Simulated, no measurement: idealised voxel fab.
The following process module bears the name voxel air gaps.
The figure presents cross-section cut, which has a width of 175 nm and is divided into square cells with an edge length of 5 nm.
A cross-section in this document is a grid of square cells, and it is written down as bands, the top band listed before the ones below it; a band is made up of one or more rows of cells.
Within each band entry, the heights of the top and of the bottom of the band appear first, in that order and in nm; the materials of the band then follow from left to right, each with its corresponding width in nm. The designation "everywhere" on a single material indicates that it fills the band from edge to edge; the designation "air" indicates empty space.
The reference from which all heights are counted is 0, the level beneath which the as-received wafer is entirely one material; the lowest band, having no lower bound, proceeds downward and is written after the example "0 down".
Note: "30..40" means the width goes from the first number (top row of the band) to the second number (bottom row) in equal steps per row of cells.
For the purposes of this document, the phrase "identical to before" attached to a step denotes that no cell within the cross-section was modified by that step.
"Enclosed void inventory": sealed empty spaces, 8 cells or more, no open way to top, listed width x height at distance, with distance from the left edge and width, height and distance in nm.
Step line, after settings: the simulator's comment on this step.
overlay nm: mask offset rightward from planned place, masked step; negative means leftward offset.
**The process steps that were planned are listed below**
1. RECEIVE: material Si
2. CONFORMAL_DEP: material SiO2, thk nm 10
3. CONFORMAL_DEP: material SiN, thk nm 5
4. DIRECTIONAL_DEP: material lowk, thk nm 40
5. PATTERN: tone open, mask id LINES, material resist, width nm 20, pitch nm 45, thk nm 20, overlay nm 0
6. DIRECTIONAL_ETCH: etch materials lowk, depth nm 40
7. STRIP: etch materials resist
8. CONFORMAL_DEP: material TiN, thk nm 5
9. FILL_DEP: material Cu, thk nm 10
10. CMP: height nm 55
11. EPI: material Ru, thk nm 10
12. SELECTIVE_ETCH: etch materials lowk, depth nm 50
13. CONFORMAL_DEP: material SiN, thk nm 5
**Here's what the wafer looked like in cross-section when it arrived - that's after step 1**
    0 down: Si everywhere
    Enclosed void inventory: none
**Post-module cross-section of the first of two wafers (run per plan)**
    70 to 65: air 15 nm, SiN 140 nm, air 20 nm
    65 to 55: air 15 nm, SiN 5 nm, Ru 40 nm, SiN 5 nm, Ru 40 nm, SiN 5 nm, Ru 40 nm, SiN 5 nm, air 20 nm
    55 to 50: air 15 nm, SiN 15 nm, TiN 5 nm, Cu 10 nm, TiN 5 nm, SiN 25 nm, TiN 5 nm, Cu 10 nm, TiN 5 nm, SiN 25 nm, TiN 5 nm, Cu 10 nm, TiN 5 nm, SiN 15 nm, air 20 nm
    50 to 20: air 25 nm, SiN 5 nm, TiN 5 nm, Cu 10 nm, TiN 5 nm, SiN 5 nm, air 15 nm, SiN 5 nm, TiN 5 nm, Cu 10 nm, TiN 5 nm, SiN 5 nm, air 15 nm, SiN 5 nm, TiN 5 nm, Cu 10 nm, TiN 5 nm, SiN 5 nm, air 30 nm
    20 to 15: SiN 30 nm, TiN 20 nm, SiN 25 nm, TiN 20 nm, SiN 25 nm, TiN 20 nm, SiN 35 nm
    15 to 10: SiN everywhere
    10 to 0: SiO2 everywhere
    0 down: Si everywhere
    Enclosed void inventory: 15 x 30 at 55; 15 x 30 at 100
**The second wafer, shown in cross-section after the module: started the same way as the first and given the same plan, yet one mistake crept into how it was run**
    70 to 65: SiN everywhere
    65 to 55: Ru everywhere
    55 to 20: Cu 25 nm, TiN 5 nm, lowk 20 nm, TiN 5 nm, Cu 15 nm, TiN 5 nm, lowk 20 nm, TiN 5 nm, Cu 15 nm, TiN 5 nm, lowk 20 nm, TiN 5 nm, Cu 30 nm
    20 to 15: TiN 30 nm, lowk 20 nm, TiN 25 nm, lowk 20 nm, TiN 25 nm, lowk 20 nm, TiN 35 nm
    15 to 10: SiN everywhere
    10 to 0: SiO2 everywhere
    0 down: Si everywhere
    Enclosed void inventory: none
Deviation from plan: note that step 5 departed from the planned setting and was carried out as PATTERN: tone cover, mask id LINES, material resist, width nm 20, pitch nm 45, thk nm 20, overlay nm 0
Upon completion, the second wafer contains, in terms of cells, a greater or smaller amount of certain materials than the first wafer: 77 more of Cu | 22 more of Ru | 76 fewer of SiN | 11 more of TiN | 96 more of lowk
Ultimately, the number of closed voids is 2 in the first wafer and 0 in the second wafer.
